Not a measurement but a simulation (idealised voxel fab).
process module | voxel capacitor over wiring
cross-section cut | 250 nm wide | cells 5 nm
A cross-section is a grid of square cells, given in bands from the top down. A band is one or more rows of cells.
Each band's line starts with the height of the band's top and of its bottom, in nm. Then come its materials from left to right, each with its width in nm. One material with "throughout" fills the band from edge to edge. "air" is empty space.
Height 0 is the level under which the wafer as received is all one material. The lowest band goes on downwards, as in "0 down".
A width such as "30 to 40" changes by the same amount from each row of cells to the next, from the band's top row to its bottom row.
"no change" after a step means that no cell of the cross-section changed.
closed voids: empty space of 8 cells or more with no open way to the top, each as width x height at its distance from the left edge, in nm
after a step's settings: what the simulator itself notes on the step
overlay nm, on a step with a mask: how far to the right of its planned place the mask lay; to the left if negative
plan
1 op RECEIVE | material Si
2 op CONFORMAL_DEP | material SiO2 | thk nm 15
3 op DIRECTIONAL_DEP | material TiN | thk nm 5
4 op DIRECTIONAL_DEP | material W | thk nm 20
5 op PATTERN | tone cover | mask id METAL_1 | material resist | width nm 30 | pitch nm 100 | thk nm 15 | overlay nm 0
6 op DIRECTIONAL_ETCH | etch materials W | depth nm 20
7 op DIRECTIONAL_ETCH | etch materials TiN | depth nm 5
8 op STRIP | etch materials resist
9 op FILL_DEP | material SiO2 | thk nm 5
10 op CMP | height nm 40
11 op CONFORMAL_DEP | material SiCN | thk nm 5
12 op DIRECTIONAL_DEP | material SiO2 | thk nm 20
13 op PATTERN | tone open | mask id PLUG_1 | material resist | width nm 15 | thk nm 15 | overlay nm 0
14 op DIRECTIONAL_ETCH | etch materials SiO2 | depth nm 20
15 op DIRECTIONAL_ETCH | etch materials SiCN | depth nm 5
16 op STRIP | etch materials resist
17 op EPI | material Ru | thk nm 10
18 op EPI | material Ru | thk nm 10
19 op EPI | material Ru | thk nm 5
20 op DIRECTIONAL_DEP | material TiN | thk nm 10
21 op DIRECTIONAL_DEP | material HfO2 | thk nm 5
22 op DIRECTIONAL_DEP | material TiN | thk nm 10
23 op DIRECTIONAL_DEP | material aC | thk nm 15
24 op PATTERN | tone cover | mask id UPPER_PLATE | material resist | width nm 75 | thk nm 35 | overlay nm 0
25 op DIRECTIONAL_ETCH | etch materials aC | depth nm 15
26 op STRIP | etch materials resist
27 op DIRECTIONAL_ETCH | etch materials TiN | depth nm 10
28 op DIRECTIONAL_ETCH | etch materials HfO2 | depth nm 5
29 op STRIP | etch materials aC
30 op DIRECTIONAL_DEP | material aC | thk nm 15
31 op PATTERN | tone cover | mask id LOWER_PLATE | material resist | width nm 85 | thk nm 35 | overlay nm 0
32 op DIRECTIONAL_ETCH | etch materials aC | depth nm 15
33 op STRIP | etch materials resist
34 op DIRECTIONAL_ETCH | etch materials TiN | depth nm 10
35 op STRIP | etch materials aC
36 op FILL_DEP | material SiO2 | thk nm 15
37 op CMP | height nm 100
38 op DIRECTIONAL_DEP | material aC | thk nm 15
39 op PATTERN | tone open | mask id PLUG_2 | material resist | width nm 15 | thk nm 30 | overlay nm 0
40 op DIRECTIONAL_ETCH | etch materials aC | depth nm 15
41 op STRIP | etch materials resist
42 op DIRECTIONAL_ETCH | etch materials SiO2 | depth nm 10
43 op STRIP | etch materials aC
44 op CONFORMAL_DEP | material TiN | thk nm 5
45 op FILL_DEP | material W | thk nm 5
46 op CMP | height nm 100
47 op CONFORMAL_DEP | material SiCN | thk nm 5
varied across the wafers: thk nm of step 47. The plan shows the first wafer's value. All wafers start alike
first wafer as received, after step 1
  0 down: Si throughout
  closed voids: none
each wafer at the end: cells of each material gained (+) or lost (-) since it was received, then its closed voids
thk nm 5 | +15 HfO2 | +15 Ru | +97 SiCN | +793 SiO2 | +81 TiN | +49 W | closed voids: none
thk nm 10 | +15 HfO2 | +15 Ru | +147 SiCN | +793 SiO2 | +81 TiN | +49 W | closed voids: none
thk nm 15 | +15 HfO2 | +15 Ru | +197 SiCN | +793 SiO2 | +81 TiN | +49 W | closed voids: none
thk nm 20 | +15 HfO2 | +15 Ru | +247 SiCN | +793 SiO2 | +81 TiN | +49 W | closed voids: none
